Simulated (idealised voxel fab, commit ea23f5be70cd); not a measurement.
Presented below is a process module, voxel capacitor over wiring.
For reference, the cross-section in this document is cut, with width 170 nm and square cells of 5 nm.
Cross-section layout: square cells on a grid; listed as bands, top to bottom; a band spans one or more cell rows. Per band: top height and bottom height in nm, followed by the left-to-right materials and their widths in nm; "all across" marks a single material spanning edge to edge, "empty" marks empty space. Where do heights start? At 0: under that level the wafer as delivered is made of one material only. And the lowest band has no floor; it just carries on downward, as in "top 0, no bottom". You'd read "30->40" like this: the band's top row of cells is as wide as the first number, its bottom row is as wide as the second, and going down, every row changes width by the same amount as the row before did. What does "remained unchanged" mean for a step? It means no cell of the cross-section changed in that step. Closed empty spaces (no open way to the top) of 8 cells or more are what "Completely sealed voids" lists, each as width x height at distance from the left edge, nm for all three. Read whatever lies past the settings on a step's line as the simulator's own remark about the step. "overlay nm", when on a step's line for a step with a mask, measures how far to the right of its planned place the mask lay; a negative measure means to the left.

**The steps planned for the process are as follows**
1,RECEIVE (material Si)
2,CONFORMAL_DEP (material SiO2; thk nm 10)
3,DIRECTIONAL_DEP (material TiN; thk nm 5)
4,DIRECTIONAL_DEP (material Ru; thk nm 15)
5,DIRECTIONAL_DEP (material aC; thk nm 15)
6,PATTERN (tone cover; mask id METAL_1; material resist; width nm 20; pitch nm 80; thk nm 35; overlay nm 0)
7,DIRECTIONAL_ETCH (etch materials aC; depth nm 15)
8,STRIP (etch materials resist)
9,DIRECTIONAL_ETCH (etch materials Ru; depth nm 15)
10,DIRECTIONAL_ETCH (etch materials TiN; depth nm 5)
11,STRIP (etch materials aC)
12,FILL_DEP (material SiO2; thk nm 10)
13,CMP (height nm 30)
14,CONFORMAL_DEP (material SiCN; thk nm 5)
15,DIRECTIONAL_DEP (material lowk; thk nm 15)
16,DIRECTIONAL_DEP (material aC; thk nm 15)
17,PATTERN (tone open; mask id PLUG_1; material resist; width nm 15; thk nm 30; overlay nm 0)
18,DIRECTIONAL_ETCH (etch materials aC; depth nm 15)
19,STRIP (etch materials resist)
20,DIRECTIONAL_ETCH (etch materials lowk; depth nm 15)
21,DIRECTIONAL_ETCH (etch materials SiCN; depth nm 5)
22,STRIP (etch materials aC)
23,CONFORMAL_DEP (material TiN; thk nm 5)
24,FILL_DEP (material W; thk nm 5)
25,CMP (height nm 50)
26,DIRECTIONAL_DEP (material TiN; thk nm 10)
27,DIRECTIONAL_DEP (material SiN; thk nm 5)
28,DIRECTIONAL_DEP (material TiN; thk nm 10)
29,MASKED_ETCH (tone cover; mask id UPPER_PLATE; width nm 65; etch materials TiN; depth nm 10; overlay nm 0)
30,MASKED_ETCH (tone cover; mask id UPPER_PLATE; width nm 65; etch materials SiN; depth nm 5; overlay nm 0)
31,PATTERN (tone cover; mask id LOWER_PLATE; material resist; width nm 75; thk nm 20; overlay nm 0)
32,DIRECTIONAL_ETCH (etch materials TiN; depth nm 10)
33,STRIP (etch materials resist)
34,FILL_DEP (material SiO2; thk nm 15)
35,CMP (height nm 85)
36,DIRECTIONAL_DEP (material aC; thk nm 15)
37,PATTERN (tone open; mask id PLUG_2; material resist; width nm 15; thk nm 30; overlay nm 0)
38,DIRECTIONAL_ETCH (etch materials aC; depth nm 15)
39,STRIP (etch materials resist)
40,DIRECTIONAL_ETCH (etch materials SiO2; depth nm 10)
41,STRIP (etch materials aC)
42,CONFORMAL_DEP (material TiN; thk nm 5)
43,FILL_DEP (material Cu; thk nm 5)
44,CMP (height nm 85)
45,CONFORMAL_DEP (material SiN; thk nm 5)

**Here's what the wafer looked like in cross-section when it arrived - that's after step 1**
    top 0, no bottom = Si all across
    Completely sealed voids: none

**The following cross-section depicts the wafer upon conclusion of the module. Processing commenced from the starting condition illustrated above and adhered to the plan illustrated above, save for one mistake in execution**
    top 90, bottom 85 = SiN all across
    top 85, bottom 80 = SiO2=50, then TiN=5, then Cu=5, then TiN=5, then SiO2=105
    top 80, bottom 75 = SiO2=50, then TiN=15, then SiO2=105
    top 75, bottom 65 = SiO2=45, then TiN=55, then SiO2=70
    top 65, bottom 60 = SiO2=40, then SiN=65, then SiO2=65
    top 60, bottom 50 = SiO2=35, then TiN=75, then SiO2=60
    top 50, bottom 35 = lowk=40, then TiN=5, then W=5, then TiN=5, then lowk=115
    top 35, bottom 30 = SiCN=40, then TiN=15, then SiCN=115
    top 30, bottom 15 = SiO2=35, then Ru=20, then SiO2=60, then Ru=20, then SiO2=35
    top 15, bottom 10 = SiO2=35, then TiN=20, then SiO2=60, then TiN=20, then SiO2=35
    top 10, bottom 0 = SiO2 all across
    top 0, no bottom = Si all across
    Completely sealed voids: none
Here's what went sideways: off-plan run, step 29, actual operation and settings MASKED_ETCH (tone cover; mask id UPPER_PLATE; width nm 55; etch materials TiN; depth nm 10; overlay nm 0)
